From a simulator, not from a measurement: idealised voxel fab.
process module | voxel double patterning
cross-section cut | 175 nm wide | cells 5 nm
A cross-section is a grid of square cells, given in bands from the top down. A band is one or more rows of cells.
Each band's line starts with the height of the band's top and of its bottom, in nm. Then come its materials from left to right, each with its width in nm. One material with "throughout" fills the band from edge to edge. "air" is empty space.
Height 0 is the level under which the wafer as received is all one material. The lowest band goes on downwards, as in "0 down".
A width such as "30 to 40" changes by the same amount from each row of cells to the next, from the band's top row to its bottom row.
"no change" after a step means that no cell of the cross-section changed.
closed voids: empty space of 8 cells or more with no open way to the top, each as width x height at its distance from the left edge, in nm
after a step's settings: what the simulator itself notes on the step
overlay nm, on a step with a mask: how far to the right of its planned place the mask lay; to the left if negative
plan
1 op RECEIVE | material Si
2 op CONFORMAL_DEP | material SiN | thk nm 10
3 op DIRECTIONAL_DEP | material SiO2 | thk nm 5
4 op DIRECTIONAL_DEP | material SiCN | thk nm 5
5 op MASKED_ETCH | tone open | mask id FIRST | width nm 15 | pitch nm 50 | etch materials SiCN | depth nm 5 | overlay nm 0
6 op DIRECTIONAL_DEP | material aC | thk nm 15
7 op PATTERN | tone open | mask id SECOND | material resist | width nm 15 | thk nm 35 | overlay nm 0
8 op DIRECTIONAL_ETCH | etch materials aC | depth nm 15
9 op STRIP | etch materials resist
10 op DIRECTIONAL_ETCH | etch materials SiCN | depth nm 5
11 op STRIP | etch materials aC
12 op DIRECTIONAL_ETCH | etch materials SiO2 | depth nm 15
13 op STRIP | etch materials SiCN
varied across the wafers: thk nm of step 3. The plan shows the first wafer's value. All wafers start alike
first wafer as received, after step 1
  0 down: Si throughout
  closed voids: none
each wafer at the end: cells of each material gained (+) or lost (-) since it was received, then its closed voids
thk nm 5 | +70 SiN | +26 SiO2 | closed voids: none
thk nm 10 | +70 SiN | +52 SiO2 | closed voids: none
thk nm 15 | +70 SiN | +78 SiO2 | closed voids: none
thk nm 20 | +70 SiN | +113 SiO2 | closed voids: none
thk nm 25 | +70 SiN | +148 SiO2 | closed voids: none
thk nm 30 | +70 SiN | +183 SiO2 | closed voids: none
